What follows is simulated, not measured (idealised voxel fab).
This is a process module. Its name is voxel wiring stack.
Section cut is 235 nm wide and gridded with 5 nm square cells.
Each cross-section below is a grid of square cells, stated as bands in top-down order, with one or more rows of cells making up each band. Band: top height; bottom height; in nm. Then, left to right: material with width in nm, for each material. "full width": a single material spanning edge to edge. "empty": empty space. Zero point of the height axis is 0; under it, received wafer = one material. Lowest band: continues down indefinitely, "top 0, no bottom". The notation "30 to 40" denotes a width that varies across the rows of cells in the band, beginning at the first number in the top row, finishing at the second number in the bottom row, and changing by an identical amount from each row to the next. Key: "stayed the same" - step with no changed cell in the cross-section. If an empty space has no open way to the top and is at least 8 cells in size, "Entrapped voids" lists it, written width x height at distance, where distance is measured from the left edge and every value is in nm. Note: text after step settings on the step line = simulator remark on that step. overlay nm: for a step with a mask, the amount by which the mask lay right of where it was planned; a negative amount means left of it.
Process steps foreseen in the plan:
1. RECEIVE (material Si)
2. CONFORMAL_DEP (material SiO2; thk nm 10)
3. DIRECTIONAL_DEP (material TiN; thk nm 5)
4. DIRECTIONAL_DEP (material W; thk nm 20)
5. PATTERN (tone cover; mask id METAL_1; material resist; width nm 20; pitch nm 40; thk nm 20; overlay nm 0)
6. DIRECTIONAL_ETCH (etch materials W; depth nm 20)
7. DIRECTIONAL_ETCH (etch materials TiN; depth nm 5)
8. STRIP (etch materials resist)
9. FILL_DEP (material lowk; thk nm 5)
10. CMP (height nm 35)
11. CONFORMAL_DEP (material SiCN; thk nm 5)
12. DIRECTIONAL_DEP (material lowk; thk nm 30)
13. PATTERN (tone open; mask id METAL_2; material resist; width nm 20; pitch nm 40; thk nm 20; overlay nm 0)
14. DIRECTIONAL_ETCH (etch materials lowk; depth nm 20)
15. STRIP (etch materials resist)
16. MASKED_ETCH (tone open; mask id METAL_2_HOLES; width nm 15; etch materials lowk; depth nm 10; overlay nm 0)
17. MASKED_ETCH (tone open; mask id METAL_2_HOLES; width nm 15; etch materials SiCN; depth nm 5; overlay nm 0)
18. CONFORMAL_DEP (material TiN; thk nm 5)
19. FILL_DEP (material Cu; thk nm 5)
20. CMP (height nm 70)
21. CONFORMAL_DEP (material SiCN; thk nm 5)
22. DIRECTIONAL_DEP (material lowk; thk nm 35)
23. DIRECTIONAL_DEP (material aC; thk nm 10)
24. PATTERN (tone open; mask id METAL_3; material resist; width nm 20; pitch nm 40; thk nm 30; overlay nm 0)
25. DIRECTIONAL_ETCH (etch materials aC; depth nm 10)
26. STRIP (etch materials resist)
27. DIRECTIONAL_ETCH (etch materials lowk; depth nm 20)
28. STRIP (etch materials aC)
29. DIRECTIONAL_DEP (material aC; thk nm 15)
30. PATTERN (tone open; mask id METAL_3_HOLES; material resist; width nm 15; thk nm 35; overlay nm 0)
31. DIRECTIONAL_ETCH (etch materials aC; depth nm 15)
32. STRIP (etch materials resist)
33. DIRECTIONAL_ETCH (etch materials lowk; depth nm 15)
34. DIRECTIONAL_ETCH (etch materials SiCN; depth nm 5)
35. STRIP (etch materials aC)
36. CONFORMAL_DEP (material TiN; thk nm 5)
37. FILL_DEP (material Cu; thk nm 5)
38. CMP (height nm 110)
39. CONFORMAL_DEP (material SiCN; thk nm 5)
40. DIRECTIONAL_DEP (material lowk; thk nm 10)
41. MASKED_ETCH (tone open; mask id PLUG_3; width nm 15; pitch nm 40; etch materials lowk; depth nm 10; overlay nm 0)
42. MASKED_ETCH (tone open; mask id PLUG_3; width nm 15; pitch nm 40; etch materials SiCN; depth nm 5; overlay nm 0)
43. EPI (material Ru; thk nm 10)
44. EPI (material Ru; thk nm 5)
45. CONFORMAL_DEP (material SiN; thk nm 5)
46. DIRECTIONAL_DEP (material lowk; thk nm 20)
47. MASKED_ETCH (tone open; mask id METAL_4; width nm 20; pitch nm 40; etch materials lowk; depth nm 20; overlay nm 0)
48. MASKED_ETCH (tone open; mask id METAL_4; width nm 20; pitch nm 40; etch materials SiN; depth nm 5; overlay nm 0)
49. CONFORMAL_DEP (material TiN; thk nm 5)
50. FILL_DEP (material Ru; thk nm 5)
51. CMP (height nm 150)
52. EPI (material Ru; thk nm 5)
53. FILL_DEP (material SiCN; thk nm 5)
Account of the first of two wafers, which was processed as intended:
As-received wafer cross-section (after step 1):
top 0, no bottom = Si full width
Entrapped voids: none
You're looking at a cross-section of the wafer after step 2:
top 10, bottom 0 = SiO2 full width
Everything below 0 is unchanged.
You're looking at a cross-section of the wafer after step 3:
top 15, bottom 10 = TiN full width
Everything below 10 is unchanged.
You're looking at a cross-section of the wafer after step 4:
top 35, bottom 15 = W full width
Everything below 15 is unchanged.
You're looking at a cross-section of the wafer after step 5:
top 55, bottom 35 = 85 of empty; 20 of resist; 20 of empty; 20 of resist; 90 of empty
Everything below 35 is unchanged.
You're looking at a cross-section of the wafer after step 6:
top 55, bottom 35 = 85 of empty; 20 of resist; 20 of empty; 20 of resist; 90 of empty
top 35, bottom 15 = 85 of empty; 20 of W; 20 of empty; 20 of W; 90 of empty
Everything below 15 is unchanged.
You're looking at a cross-section of the wafer after step 7:
top 55, bottom 35 = 85 of empty; 20 of resist; 20 of empty; 20 of resist; 90 of empty
top 35, bottom 15 = 85 of empty; 20 of W; 20 of empty; 20 of W; 90 of empty
top 15, bottom 10 = 85 of empty; 20 of TiN; 20 of empty; 20 of TiN; 90 of empty
Everything below 10 is unchanged.
You're looking at a cross-section of the wafer after step 8:
top 35, bottom 15 = 85 of empty; 20 of W; 20 of empty; 20 of W; 90 of empty
Everything below 15 is unchanged.
You're looking at a cross-section of the wafer after step 9:
top 40, bottom 35 = lowk full width
top 35, bottom 15 = 85 of lowk; 20 of W; 20 of lowk; 20 of W; 90 of lowk
top 15, bottom 10 = 85 of lowk; 20 of TiN; 20 of lowk; 20 of TiN; 90 of lowk
Everything below 10 is unchanged.
You're looking at a cross-section of the wafer after step 10:
top 35, bottom 15 = 85 of lowk; 20 of W; 20 of lowk; 20 of W; 90 of lowk
Everything below 15 is unchanged.
You're looking at a cross-section of the wafer after step 11:
top 40, bottom 35 = SiCN full width
Everything below 35 is unchanged.
You're looking at a cross-section of the wafer after step 12:
top 70, bottom 40 = lowk full width
Everything below 40 is unchanged.
You're looking at a cross-section of the wafer after step 13:
top 90, bottom 70 = 85 of resist; 20 of empty; 20 of resist; 20 of empty; 90 of resist
Everything below 70 is unchanged.
You're looking at a cross-section of the wafer after step 14:
top 90, bottom 70 = 85 of resist; 20 of empty; 20 of resist; 20 of empty; 90 of resist
top 70, bottom 50 = 85 of lowk; 20 of empty; 20 of lowk; 20 of empty; 90 of lowk
Everything below 50 is unchanged.
You're looking at a cross-section of the wafer after step 15:
top 70, bottom 50 = 85 of lowk; 20 of empty; 20 of lowk; 20 of empty; 90 of lowk
Everything below 50 is unchanged.
You're looking at a cross-section of the wafer after step 16:
top 70, bottom 50 = 85 of lowk; 20 of empty; 20 of lowk; 20 of empty; 90 of lowk
top 50, bottom 40 = 85 of lowk; 15 of empty; 135 of lowk
Everything below 40 is unchanged.
You're looking at a cross-section of the wafer after step 17:
top 70, bottom 50 = 85 of lowk; 20 of empty; 20 of lowk; 20 of empty; 90 of lowk
top 50, bottom 40 = 85 of lowk; 15 of empty; 135 of lowk
top 40, bottom 35 = 85 of SiCN; 15 of empty; 135 of SiCN
Everything below 35 is unchanged.
You're looking at a cross-section of the wafer after step 18:
top 75, bottom 70 = 90 of TiN; 10 of empty; 30 of TiN; 10 of empty; 95 of TiN
top 70, bottom 55 = 85 of lowk; 5 of TiN; 10 of empty; 5 of TiN; 20 of lowk; 5 of TiN; 10 of empty; 5 of TiN; 90 of lowk
top 55, bottom 50 = 85 of lowk; 5 of TiN; 5 of empty; 10 of TiN; 20 of lowk; 20 of TiN; 90 of lowk
top 50, bottom 40 = 85 of lowk; 5 of TiN; 5 of empty; 5 of TiN; 135 of lowk
top 40, bottom 35 = 85 of SiCN; 15 of TiN; 135 of SiCN
Everything below 35 is unchanged.
You're looking at a cross-section of the wafer after step 19:
top 80, bottom 75 = Cu full width
top 75, bottom 70 = 90 of TiN; 10 of Cu; 30 of TiN; 10 of Cu; 95 of TiN
top 70, bottom 55 = 85 of lowk; 5 of TiN; 10 of Cu; 5 of TiN; 20 of lowk; 5 of TiN; 10 of Cu; 5 of TiN; 90 of lowk
top 55, bottom 50 = 85 of lowk; 5 of TiN; 5 of Cu; 10 of TiN; 20 of lowk; 20 of TiN; 90 of lowk
top 50, bottom 40 = 85 of lowk; 5 of TiN; 5 of Cu; 5 of TiN; 135 of lowk
Everything below 40 is unchanged.
You're looking at a cross-section of the wafer after step 20:
top 70, bottom 55 = 85 of lowk; 5 of TiN; 10 of Cu; 5 of TiN; 20 of lowk; 5 of TiN; 10 of Cu; 5 of TiN; 90 of lowk
Everything below 55 is unchanged.
You're looking at a cross-section of the wafer after step 21:
top 75, bottom 70 = SiCN full width
Everything below 70 is unchanged.
You're looking at a cross-section of the wafer after step 22:
top 110, bottom 75 = lowk full width
Everything below 75 is unchanged.
You're looking at a cross-section of the wafer after step 23:
top 120, bottom 110 = aC full width
Everything below 110 is unchanged.
You're looking at a cross-section of the wafer after step 24:
top 150, bottom 120 = 85 of resist; 20 of empty; 20 of resist; 20 of empty; 90 of resist
Everything below 120 is unchanged.
You're looking at a cross-section of the wafer after step 25:
top 140, bottom 120 = 85 of resist; 20 of empty; 20 of resist; 20 of empty; 90 of resist
top 120, bottom 110 = 85 of aC; 20 of empty; 20 of aC; 20 of empty; 90 of aC
Everything below 110 is unchanged.
You're looking at a cross-section of the wafer after step 26:
top 120, bottom 110 = 85 of aC; 20 of empty; 20 of aC; 20 of empty; 90 of aC
Everything below 110 is unchanged.
You're looking at a cross-section of the wafer after step 27:
top 120, bottom 110 = 85 of aC; 20 of empty; 20 of aC; 20 of empty; 90 of aC
top 110, bottom 90 = 85 of lowk; 20 of empty; 20 of lowk; 20 of empty; 90 of lowk
Everything below 90 is unchanged.
You're looking at a cross-section of the wafer after step 28:
top 110, bottom 90 = 85 of lowk; 20 of empty; 20 of lowk; 20 of empty; 90 of lowk
Everything below 90 is unchanged.
You're looking at a cross-section of the wafer after step 29:
top 125, bottom 110 = 85 of aC; 20 of empty; 20 of aC; 20 of empty; 90 of aC
top 110, bottom 105 = 85 of lowk; 20 of empty; 20 of lowk; 20 of empty; 90 of lowk
top 105, bottom 90 = 85 of lowk; 20 of aC; 20 of lowk; 20 of aC; 90 of lowk
Everything below 90 is unchanged.
You're looking at a cross-section of the wafer after step 30:
top 160, bottom 125 = 85 of resist; 15 of empty; 135 of resist
top 125, bottom 110 = 85 of aC; 15 of empty; 5 of resist; 20 of aC; 20 of resist; 90 of aC
top 110, bottom 105 = 85 of lowk; 15 of empty; 5 of resist; 20 of lowk; 20 of resist; 90 of lowk
Everything below 105 is unchanged.
You're looking at a cross-section of the wafer after step 31:
top 145, bottom 125 = 85 of resist; 15 of empty; 135 of resist
top 125, bottom 110 = 85 of aC; 15 of empty; 5 of resist; 20 of aC; 20 of resist; 90 of aC
top 110, bottom 105 = 85 of lowk; 15 of empty; 5 of resist; 20 of lowk; 20 of resist; 90 of lowk
top 105, bottom 90 = 85 of lowk; 15 of empty; 5 of aC; 20 of lowk; 20 of aC; 90 of lowk
Everything below 90 is unchanged.
You're looking at a cross-section of the wafer after step 32:
top 125, bottom 110 = 85 of aC; 20 of empty; 20 of aC; 20 of empty; 90 of aC
top 110, bottom 105 = 85 of lowk; 20 of empty; 20 of lowk; 20 of empty; 90 of lowk
Everything below 105 is unchanged.
You're looking at a cross-section of the wafer after step 33:
top 125, bottom 110 = 85 of aC; 20 of empty; 20 of aC; 20 of empty; 90 of aC
top 110, bottom 105 = 85 of lowk; 20 of empty; 20 of lowk; 20 of empty; 90 of lowk
top 105, bottom 90 = 85 of lowk; 15 of empty; 5 of aC; 20 of lowk; 20 of aC; 90 of lowk
top 90, bottom 75 = 85 of lowk; 15 of empty; 135 of lowk
Everything below 75 is unchanged.
You're looking at a cross-section of the wafer after step 34:
top 125, bottom 110 = 85 of aC; 20 of empty; 20 of aC; 20 of empty; 90 of aC
top 110, bottom 105 = 85 of lowk; 20 of empty; 20 of lowk; 20 of empty; 90 of lowk
top 105, bottom 90 = 85 of lowk; 15 of empty; 5 of aC; 20 of lowk; 20 of aC; 90 of lowk
top 90, bottom 75 = 85 of lowk; 15 of empty; 135 of lowk
top 75, bottom 70 = 85 of SiCN; 15 of empty; 135 of SiCN
Everything below 70 is unchanged.
You're looking at a cross-section of the wafer after step 35:
top 110, bottom 90 = 85 of lowk; 20 of empty; 20 of lowk; 20 of empty; 90 of lowk
Everything below 90 is unchanged.
You're looking at a cross-section of the wafer after step 36:
top 115, bottom 110 = 90 of TiN; 10 of empty; 30 of TiN; 10 of empty; 95 of TiN
top 110, bottom 95 = 85 of lowk; 5 of TiN; 10 of empty; 5 of TiN; 20 of lowk; 5 of TiN; 10 of empty; 5 of TiN; 90 of lowk
top 95, bottom 90 = 85 of lowk; 5 of TiN; 5 of empty; 10 of TiN; 20 of lowk; 20 of TiN; 90 of lowk
top 90, bottom 75 = 85 of lowk; 5 of TiN; 5 of empty; 5 of TiN; 135 of lowk
top 75, bottom 70 = 85 of SiCN; 15 of TiN; 135 of SiCN
Everything below 70 is unchanged.
You're looking at a cross-section of the wafer after step 37:
top 120, bottom 115 = Cu full width
top 115, bottom 110 = 90 of TiN; 10 of Cu; 30 of TiN; 10 of Cu; 95 of TiN
top 110, bottom 95 = 85 of lowk; 5 of TiN; 10 of Cu; 5 of TiN; 20 of lowk; 5 of TiN; 10 of Cu; 5 of TiN; 90 of lowk
top 95, bottom 90 = 85 of lowk; 5 of TiN; 5 of Cu; 10 of TiN; 20 of lowk; 20 of TiN; 90 of lowk
top 90, bottom 75 = 85 of lowk; 5 of TiN; 5 of Cu; 5 of TiN; 135 of lowk
Everything below 75 is unchanged.
You're looking at a cross-section of the wafer after step 38:
top 110, bottom 95 = 85 of lowk; 5 of TiN; 10 of Cu; 5 of TiN; 20 of lowk; 5 of TiN; 10 of Cu; 5 of TiN; 90 of lowk
Everything below 95 is unchanged.
You're looking at a cross-section of the wafer after step 39:
top 115, bottom 110 = SiCN full width
Everything below 110 is unchanged.
You're looking at a cross-section of the wafer after step 40:
top 125, bottom 115 = lowk full width
Everything below 115 is unchanged.
You're looking at a cross-section of the wafer after step 41:
top 125, bottom 115 = 85 of lowk; 15 of empty; 25 of lowk; 15 of empty; 95 of lowk
Everything below 115 is unchanged.
You're looking at a cross-section of the wafer after step 42:
top 125, bottom 115 = 85 of lowk; 15 of empty; 25 of lowk; 15 of empty; 95 of lowk
top 115, bottom 110 = 85 of SiCN; 15 of empty; 25 of SiCN; 15 of empty; 95 of SiCN
Everything below 110 is unchanged.
You're looking at a cross-section of the wafer after step 43:
top 125, bottom 120 = 85 of lowk; 15 of empty; 25 of lowk; 15 of empty; 95 of lowk
top 120, bottom 115 = 85 of lowk; 15 of Ru; 25 of lowk; 15 of Ru; 95 of lowk
top 115, bottom 110 = 85 of SiCN; 15 of Ru; 25 of SiCN; 15 of Ru; 95 of SiCN
Everything below 110 is unchanged.
You're looking at a cross-section of the wafer after step 44:
top 125, bottom 115 = 85 of lowk; 15 of Ru; 25 of lowk; 15 of Ru; 95 of lowk
Everything below 115 is unchanged.
You're looking at a cross-section of the wafer after step 45:
top 130, bottom 125 = SiN full width
Everything below 125 is unchanged.
You're looking at a cross-section of the wafer after step 46:
top 150, bottom 130 = lowk full width
Everything below 130 is unchanged.
You're looking at a cross-section of the wafer after step 47:
top 150, bottom 130 = 85 of lowk; 20 of empty; 20 of lowk; 20 of empty; 90 of lowk
Everything below 130 is unchanged.
You're looking at a cross-section of the wafer after step 48:
top 150, bottom 130 = 85 of lowk; 20 of empty; 20 of lowk; 20 of empty; 90 of lowk
top 130, bottom 125 = 85 of SiN; 20 of empty; 20 of SiN; 20 of empty; 90 of SiN
Everything below 125 is unchanged.
You're looking at a cross-section of the wafer after step 49:
top 155, bottom 150 = 90 of TiN; 10 of empty; 30 of TiN; 10 of empty; 95 of TiN
top 150, bottom 130 = 85 of lowk; 5 of TiN; 10 of empty; 5 of TiN; 20 of lowk; 5 of TiN; 10 of empty; 5 of TiN; 90 of lowk
top 130, bottom 125 = 85 of SiN; 20 of TiN; 20 of SiN; 20 of TiN; 90 of SiN
Everything below 125 is unchanged.
You're looking at a cross-section of the wafer after step 50:
top 160, bottom 155 = Ru full width
top 155, bottom 150 = 90 of TiN; 10 of Ru; 30 of TiN; 10 of Ru; 95 of TiN
top 150, bottom 130 = 85 of lowk; 5 of TiN; 10 of Ru; 5 of TiN; 20 of lowk; 5 of TiN; 10 of Ru; 5 of TiN; 90 of lowk
Everything below 130 is unchanged.
You're looking at a cross-section of the wafer after step 51:
top 150, bottom 130 = 85 of lowk; 5 of TiN; 10 of Ru; 5 of TiN; 20 of lowk; 5 of TiN; 10 of Ru; 5 of TiN; 90 of lowk
Everything below 130 is unchanged.
You're looking at a cross-section of the wafer after step 52:
top 155, bottom 150 = 80 of empty; 30 of Ru; 10 of empty; 30 of Ru; 85 of empty
Everything below 150 is unchanged.
You're looking at a cross-section of the wafer after step 53:
top 160, bottom 155 = SiCN full width
top 155, bottom 150 = 80 of SiCN; 30 of Ru; 10 of SiCN; 30 of Ru; 85 of SiCN
Everything below 150 is unchanged.
What follows concerns the second wafer, which started out like the first and was meant to follow the very same plan; one mistake crept in when it was run, but everything up to and including step 15 is the same as for the first wafer:
Planned end of step 16: second wafer, cross-section:
top 60, bottom 50 = 85 of lowk; 20 of empty; 20 of lowk; 20 of empty; 90 of lowk
top 50, bottom 40 = 100 of lowk; 5 of empty; 20 of lowk; 20 of empty; 90 of lowk
Everything below 40 is unchanged.
Planned end of step 17: second wafer, cross-section: stayed the same
Planned end of step 18: second wafer, cross-section:
top 65, bottom 60 = 90 of TiN; 10 of empty; 30 of TiN; 10 of empty; 95 of TiN
top 60, bottom 55 = 85 of lowk; 5 of TiN; 10 of empty; 5 of TiN; 20 of lowk; 5 of TiN; 10 of empty; 5 of TiN; 90 of lowk
top 55, bottom 45 = 85 to 100 of lowk; 20 to 5 of TiN; 20 of lowk; 5 of TiN; 10 of empty; 5 of TiN; 90 of lowk
top 45, bottom 40 = 100 of lowk; 5 of TiN; 20 of lowk; 20 of TiN; 90 of lowk
Everything below 40 is unchanged.
Planned end of step 19: second wafer, cross-section:
top 70, bottom 65 = Cu full width
top 65, bottom 60 = 90 of TiN; 10 of Cu; 30 of TiN; 10 of Cu; 95 of TiN
top 60, bottom 55 = 85 of lowk; 5 of TiN; 10 of Cu; 5 of TiN; 20 of lowk; 5 of TiN; 10 of Cu; 5 of TiN; 90 of lowk
top 55, bottom 45 = 85 to 100 of lowk; 20 to 5 of TiN; 20 of lowk; 5 of TiN; 10 of Cu; 5 of TiN; 90 of lowk
Everything below 45 is unchanged.
Planned end of step 20: second wafer, cross-section: stayed the same
Planned end of step 21: second wafer, cross-section:
top 75, bottom 70 = SiCN full width
Everything below 70 is unchanged.
Planned end of step 22: second wafer, cross-section:
top 110, bottom 75 = lowk full width
Everything below 75 is unchanged.
Planned end of step 23: second wafer, cross-section:
top 120, bottom 110 = aC full width
Everything below 110 is unchanged.
Planned end of step 24: second wafer, cross-section:
top 150, bottom 120 = 85 of resist; 20 of empty; 20 of resist; 20 of empty; 90 of resist
Everything below 120 is unchanged.
Planned end of step 25: second wafer, cross-section:
top 140, bottom 120 = 85 of resist; 20 of empty; 20 of resist; 20 of empty; 90 of resist
top 120, bottom 110 = 85 of aC; 20 of empty; 20 of aC; 20 of empty; 90 of aC
Everything below 110 is unchanged.
Planned end of step 26: second wafer, cross-section:
top 120, bottom 110 = 85 of aC; 20 of empty; 20 of aC; 20 of empty; 90 of aC
Everything below 110 is unchanged.
Planned end of step 27: second wafer, cross-section:
top 120, bottom 110 = 85 of aC; 20 of empty; 20 of aC; 20 of empty; 90 of aC
top 110, bottom 90 = 85 of lowk; 20 of empty; 20 of lowk; 20 of empty; 90 of lowk
Everything below 90 is unchanged.
Planned end of step 28: second wafer, cross-section:
top 110, bottom 90 = 85 of lowk; 20 of empty; 20 of lowk; 20 of empty; 90 of lowk
Everything below 90 is unchanged.
Planned end of step 29: second wafer, cross-section:
top 125, bottom 110 = 85 of aC; 20 of empty; 20 of aC; 20 of empty; 90 of aC
top 110, bottom 105 = 85 of lowk; 20 of empty; 20 of lowk; 20 of empty; 90 of lowk
top 105, bottom 90 = 85 of lowk; 20 of aC; 20 of lowk; 20 of aC; 90 of lowk
Everything below 90 is unchanged.
Planned end of step 30: second wafer, cross-section:
top 160, bottom 125 = 85 of resist; 15 of empty; 135 of resist
top 125, bottom 110 = 85 of aC; 15 of empty; 5 of resist; 20 of aC; 20 of resist; 90 of aC
top 110, bottom 105 = 85 of lowk; 15 of empty; 5 of resist; 20 of lowk; 20 of resist; 90 of lowk
Everything below 105 is unchanged.
Planned end of step 31: second wafer, cross-section:
top 145, bottom 125 = 85 of resist; 15 of empty; 135 of resist
top 125, bottom 110 = 85 of aC; 15 of empty; 5 of resist; 20 of aC; 20 of resist; 90 of aC
top 110, bottom 105 = 85 of lowk; 15 of empty; 5 of resist; 20 of lowk; 20 of resist; 90 of lowk
top 105, bottom 90 = 85 of lowk; 15 of empty; 5 of aC; 20 of lowk; 20 of aC; 90 of lowk
Everything below 90 is unchanged.
Planned end of step 32: second wafer, cross-section:
top 125, bottom 110 = 85 of aC; 20 of empty; 20 of aC; 20 of empty; 90 of aC
top 110, bottom 105 = 85 of lowk; 20 of empty; 20 of lowk; 20 of empty; 90 of lowk
Everything below 105 is unchanged.
Planned end of step 33: second wafer, cross-section:
top 125, bottom 110 = 85 of aC; 20 of empty; 20 of aC; 20 of empty; 90 of aC
top 110, bottom 105 = 85 of lowk; 20 of empty; 20 of lowk; 20 of empty; 90 of lowk
top 105, bottom 90 = 85 of lowk; 15 of empty; 5 of aC; 20 of lowk; 20 of aC; 90 of lowk
top 90, bottom 75 = 85 of lowk; 15 of empty; 135 of lowk
Everything below 75 is unchanged.
Planned end of step 34: second wafer, cross-section:
top 125, bottom 110 = 85 of aC; 20 of empty; 20 of aC; 20 of empty; 90 of aC
top 110, bottom 105 = 85 of lowk; 20 of empty; 20 of lowk; 20 of empty; 90 of lowk
top 105, bottom 90 = 85 of lowk; 15 of empty; 5 of aC; 20 of lowk; 20 of aC; 90 of lowk
top 90, bottom 75 = 85 of lowk; 15 of empty; 135 of lowk
top 75, bottom 70 = 85 of SiCN; 15 of empty; 135 of SiCN
Everything below 70 is unchanged.
Planned end of step 35: second wafer, cross-section:
top 110, bottom 90 = 85 of lowk; 20 of empty; 20 of lowk; 20 of empty; 90 of lowk
Everything below 90 is unchanged.
Planned end of step 36: second wafer, cross-section:
top 115, bottom 110 = 90 of TiN; 10 of empty; 30 of TiN; 10 of empty; 95 of TiN
top 110, bottom 95 = 85 of lowk; 5 of TiN; 10 of empty; 5 of TiN; 20 of lowk; 5 of TiN; 10 of empty; 5 of TiN; 90 of lowk
top 95, bottom 90 = 85 of lowk; 5 of TiN; 5 of empty; 10 of TiN; 20 of lowk; 20 of TiN; 90 of lowk
top 90, bottom 75 = 85 of lowk; 5 of TiN; 5 of empty; 5 of TiN; 135 of lowk
top 75, bottom 70 = 85 of SiCN; 15 of TiN; 135 of SiCN
Everything below 70 is unchanged.
Planned end of step 37: second wafer, cross-section:
top 120, bottom 115 = Cu full width
top 115, bottom 110 = 90 of TiN; 10 of Cu; 30 of TiN; 10 of Cu; 95 of TiN
top 110, bottom 95 = 85 of lowk; 5 of TiN; 10 of Cu; 5 of TiN; 20 of lowk; 5 of TiN; 10 of Cu; 5 of TiN; 90 of lowk
top 95, bottom 90 = 85 of lowk; 5 of TiN; 5 of Cu; 10 of TiN; 20 of lowk; 20 of TiN; 90 of lowk
top 90, bottom 75 = 85 of lowk; 5 of TiN; 5 of Cu; 5 of TiN; 135 of lowk
Everything below 75 is unchanged.
Planned end of step 38: second wafer, cross-section:
top 110, bottom 95 = 85 of lowk; 5 of TiN; 10 of Cu; 5 of TiN; 20 of lowk; 5 of TiN; 10 of Cu; 5 of TiN; 90 of lowk
Everything below 95 is unchanged.
Planned end of step 39: second wafer, cross-section:
top 115, bottom 110 = SiCN full width
Everything below 110 is unchanged.
Planned end of step 40: second wafer, cross-section:
top 125, bottom 115 = lowk full width
Everything below 115 is unchanged.
Planned end of step 41: second wafer, cross-section:
top 125, bottom 115 = 85 of lowk; 15 of empty; 25 of lowk; 15 of empty; 95 of lowk
Everything below 115 is unchanged.
Planned end of step 42: second wafer, cross-section:
top 125, bottom 115 = 85 of lowk; 15 of empty; 25 of lowk; 15 of empty; 95 of lowk
top 115, bottom 110 = 85 of SiCN; 15 of empty; 25 of SiCN; 15 of empty; 95 of SiCN
Everything below 110 is unchanged.
Planned end of step 43: second wafer, cross-section:
top 125, bottom 120 = 85 of lowk; 15 of empty; 25 of lowk; 15 of empty; 95 of lowk
top 120, bottom 115 = 85 of lowk; 15 of Ru; 25 of lowk; 15 of Ru; 95 of lowk
top 115, bottom 110 = 85 of SiCN; 15 of Ru; 25 of SiCN; 15 of Ru; 95 of SiCN
Everything below 110 is unchanged.
Planned end of step 44: second wafer, cross-section:
top 125, bottom 115 = 85 of lowk; 15 of Ru; 25 of lowk; 15 of Ru; 95 of lowk
Everything below 115 is unchanged.
Planned end of step 45: second wafer, cross-section:
top 130, bottom 125 = SiN full width
Everything below 125 is unchanged.
Planned end of step 46: second wafer, cross-section:
top 150, bottom 130 = lowk full width
Everything below 130 is unchanged.
Planned end of step 47: second wafer, cross-section:
top 150, bottom 130 = 85 of lowk; 20 of empty; 20 of lowk; 20 of empty; 90 of lowk
Everything below 130 is unchanged.
Planned end of step 48: second wafer, cross-section:
top 150, bottom 130 = 85 of lowk; 20 of empty; 20 of lowk; 20 of empty; 90 of lowk
top 130, bottom 125 = 85 of SiN; 20 of empty; 20 of SiN; 20 of empty; 90 of SiN
Everything below 125 is unchanged.
Planned end of step 49: second wafer, cross-section:
top 155, bottom 150 = 90 of TiN; 10 of empty; 30 of TiN; 10 of empty; 95 of TiN
top 150, bottom 130 = 85 of lowk; 5 of TiN; 10 of empty; 5 of TiN; 20 of lowk; 5 of TiN; 10 of empty; 5 of TiN; 90 of lowk
top 130, bottom 125 = 85 of SiN; 20 of TiN; 20 of SiN; 20 of TiN; 90 of SiN
Everything below 125 is unchanged.
Planned end of step 50: second wafer, cross-section:
top 160, bottom 155 = Ru full width
top 155, bottom 150 = 90 of TiN; 10 of Ru; 30 of TiN; 10 of Ru; 95 of TiN
top 150, bottom 130 = 85 of lowk; 5 of TiN; 10 of Ru; 5 of TiN; 20 of lowk; 5 of TiN; 10 of Ru; 5 of TiN; 90 of lowk
Everything below 130 is unchanged.
Planned end of step 51: second wafer, cross-section:
top 150, bottom 130 = 85 of lowk; 5 of TiN; 10 of Ru; 5 of TiN; 20 of lowk; 5 of TiN; 10 of Ru; 5 of TiN; 90 of lowk
Everything below 130 is unchanged.
Planned end of step 52: second wafer, cross-section:
top 155, bottom 150 = 80 of empty; 30 of Ru; 10 of empty; 30 of Ru; 85 of empty
Everything below 150 is unchanged.
Planned end of step 53: second wafer, cross-section:
top 160, bottom 155 = SiCN full width
top 155, bottom 150 = 80 of SiCN; 30 of Ru; 10 of SiCN; 30 of Ru; 85 of SiCN
Everything below 150 is unchanged.
It is concluded that the wafer was processed incorrectly with respect to the plan, in that in deviation from the planned setting, step 16 was conducted as MASKED_ETCH (tone cover; mask id METAL_2_HOLES; width nm 15; etch materials lowk; depth nm 10; overlay nm 0)
Count the cells at the end and the second wafer has more or fewer of some materials than the first: Cu: 44 more; SiCN: 3 more; TiN: 35 more; lowk: 82 fewer
